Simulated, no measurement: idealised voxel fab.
This section sets out a process module, namely voxel trench capacitor.
In the cross-section labelled cut, the width is 290 nm and each square cell is 5 nm.
Bands, listed from the top down, are how a cross-section gets written in this document; the cross-section itself is a grid of square cells, and a band is one or more rows of them.
Top height, bottom height, nm. Materials left to right, width each, nm. Single material + "full width" = fills band edge to edge. "empty" = empty.
It should be noted that heights are counted from 0, beneath which the wafer as supplied is of one material throughout, and that the lowest band possesses no lower boundary but continues downward, as written in "0 -> down".
The width entry "30..40" should be interpreted row by row: the top row of cells in the band takes the first number, the bottom row takes the second number, and the change between adjacent rows is uniform throughout.
Where a step carries "all unchanged", the cross-section came out of it unchanged, cell for cell.
If an empty space has no open way to the top and is at least 8 cells in size, "Closed void register" lists it, written width x height at distance, where distance is measured from the left edge and every value is in nm.
The remark found on a step's line after its settings is issued by the simulator itself and pertains to that step.
The setting "overlay nm" may be written on the line of a step. When the step uses a mask, the value reports how far to the right of the planned place the mask lay, and a negative value reports that it lay to the left.
## Process steps foreseen in the plan
| 1 | RECEIVE [material Si] |
| 2 | CONFORMAL_DEP [material SiN] [thk nm 10] |
| 3 | PATTERN [tone open] [mask id TRENCH] [material resist] [width nm 15] [pitch nm 35] [thk nm 15] [overlay nm 0] |
| 4 | DIRECTIONAL_ETCH [etch materials SiN] [depth nm 10] |
| 5 | DIRECTIONAL_ETCH [etch materials Si] [depth nm 25] |
| 6 | STRIP [etch materials resist] |
| 7 | CONFORMAL_DEP [material Al2O3] [thk nm 5] |
| 8 | FILL_DEP [material polySi] [thk nm 10] |
| 9 | CMP [height nm 10] |
## Account of the first of two wafers, which was processed as intended
## This is the cross-section of the wafer as we received it, i.e. after step 1
    0 -> down  Si full width
    Closed void register: none
## So this is the wafer cross-section right after step 2
    10 -> 0  SiN full width
    Everything under 0 stays put, no change at all.
## So this is the wafer cross-section right after step 3
    25 -> 10  resist=100 | empty=15 | resist=20 | empty=15 | resist=20 | empty=15 | resist=105
    Everything under 10 stays put, no change at all.
## So this is the wafer cross-section right after step 4
    25 -> 10  resist=100 | empty=15 | resist=20 | empty=15 | resist=20 | empty=15 | resist=105
    10 -> 0  SiN=100 | empty=15 | SiN=20 | empty=15 | SiN=20 | empty=15 | SiN=105
    Everything under 0 stays put, no change at all.
## So this is the wafer cross-section right after step 5
    25 -> 10  resist=100 | empty=15 | resist=20 | empty=15 | resist=20 | empty=15 | resist=105
    10 -> 0  SiN=100 | empty=15 | SiN=20 | empty=15 | SiN=20 | empty=15 | SiN=105
    0 -> -25  Si=100 | empty=15 | Si=20 | empty=15 | Si=20 | empty=15 | Si=105
    Everything under -25 stays put, no change at all.
## So this is the wafer cross-section right after step 6
    10 -> 0  SiN=100 | empty=15 | SiN=20 | empty=15 | SiN=20 | empty=15 | SiN=105
    Everything under 0 stays put, no change at all.
## So this is the wafer cross-section right after step 7
    15 -> 10  Al2O3=105 | empty=5 | Al2O3=30 | empty=5 | Al2O3=30 | empty=5 | Al2O3=110
    10 -> 0  SiN=100 | Al2O3=5 | empty=5 | Al2O3=5 | SiN=20 | Al2O3=5 | empty=5 | Al2O3=5 | SiN=20 | Al2O3=5 | empty=5 | Al2O3=5 | SiN=105
    0 -> -20  Si=100 | Al2O3=5 | empty=5 | Al2O3=5 | Si=20 | Al2O3=5 | empty=5 | Al2O3=5 | Si=20 | Al2O3=5 | empty=5 | Al2O3=5 | Si=105
    -20 -> -25  Si=100 | Al2O3=15 | Si=20 | Al2O3=15 | Si=20 | Al2O3=15 | Si=105
    Everything under -25 stays put, no change at all.
## So this is the wafer cross-section right after step 8
    25 -> 15  polySi full width
    15 -> 10  Al2O3=105 | polySi=5 | Al2O3=30 | polySi=5 | Al2O3=30 | polySi=5 | Al2O3=110
    10 -> 0  SiN=100 | Al2O3=5 | polySi=5 | Al2O3=5 | SiN=20 | Al2O3=5 | polySi=5 | Al2O3=5 | SiN=20 | Al2O3=5 | polySi=5 | Al2O3=5 | SiN=105
    0 -> -20  Si=100 | Al2O3=5 | polySi=5 | Al2O3=5 | Si=20 | Al2O3=5 | polySi=5 | Al2O3=5 | Si=20 | Al2O3=5 | polySi=5 | Al2O3=5 | Si=105
    Everything under -20 stays put, no change at all.
## So this is the wafer cross-section right after step 9
    10 -> 0  SiN=100 | Al2O3=5 | polySi=5 | Al2O3=5 | SiN=20 | Al2O3=5 | polySi=5 | Al2O3=5 | SiN=20 | Al2O3=5 | polySi=5 | Al2O3=5 | SiN=105
    Everything under 0 stays put, no change at all.
## The remaining wafer, second of the two, started like the first and was run to the same plan, except that one mistake was made along the way; the two coincide through step 4, inclusive
## Cross-section of the second wafer corresponding to the planned conclusion of step 5
    25 -> 10  resist=100 | empty=15 | resist=20 | empty=15 | resist=20 | empty=15 | resist=105
    10 -> 0  SiN=100 | empty=15 | SiN=20 | empty=15 | SiN=20 | empty=15 | SiN=105
    0 -> -15  Si=100 | empty=15 | Si=20 | empty=15 | Si=20 | empty=15 | Si=105
    Everything under -15 stays put, no change at all.
## Cross-section of the second wafer corresponding to the planned conclusion of step 6
    10 -> 0  SiN=100 | empty=15 | SiN=20 | empty=15 | SiN=20 | empty=15 | SiN=105
    Everything under 0 stays put, no change at all.
## Cross-section of the second wafer corresponding to the planned conclusion of step 7
    15 -> 10  Al2O3=105 | empty=5 | Al2O3=30 | empty=5 | Al2O3=30 | empty=5 | Al2O3=110
    10 -> 0  SiN=100 | Al2O3=5 | empty=5 | Al2O3=5 | SiN=20 | Al2O3=5 | empty=5 | Al2O3=5 | SiN=20 | Al2O3=5 | empty=5 | Al2O3=5 | SiN=105
    0 -> -10  Si=100 | Al2O3=5 | empty=5 | Al2O3=5 | Si=20 | Al2O3=5 | empty=5 | Al2O3=5 | Si=20 | Al2O3=5 | empty=5 | Al2O3=5 | Si=105
    -10 -> -15  Si=100 | Al2O3=15 | Si=20 | Al2O3=15 | Si=20 | Al2O3=15 | Si=105
    Everything under -15 stays put, no change at all.
## Cross-section of the second wafer corresponding to the planned conclusion of step 8
    25 -> 15  polySi full width
    15 -> 10  Al2O3=105 | polySi=5 | Al2O3=30 | polySi=5 | Al2O3=30 | polySi=5 | Al2O3=110
    10 -> 0  SiN=100 | Al2O3=5 | polySi=5 | Al2O3=5 | SiN=20 | Al2O3=5 | polySi=5 | Al2O3=5 | SiN=20 | Al2O3=5 | polySi=5 | Al2O3=5 | SiN=105
    0 -> -10  Si=100 | Al2O3=5 | polySi=5 | Al2O3=5 | Si=20 | Al2O3=5 | polySi=5 | Al2O3=5 | Si=20 | Al2O3=5 | polySi=5 | Al2O3=5 | Si=105
    Everything under -10 stays put, no change at all.
## Cross-section of the second wafer corresponding to the planned conclusion of step 9
    10 -> 0  SiN=100 | Al2O3=5 | polySi=5 | Al2O3=5 | SiN=20 | Al2O3=5 | polySi=5 | Al2O3=5 | SiN=20 | Al2O3=5 | polySi=5 | Al2O3=5 | SiN=105
    Everything under 0 stays put, no change at all.
what went wrong: step 5 ran differently from the plan; actual operation with settings: DIRECTIONAL_ETCH [etch materials Si] [depth nm 15]
Upon completion, the second wafer contains, in terms of cells, a greater or smaller amount of certain materials than the first wafer: Al2O3 -12 | Si +18 | polySi -6
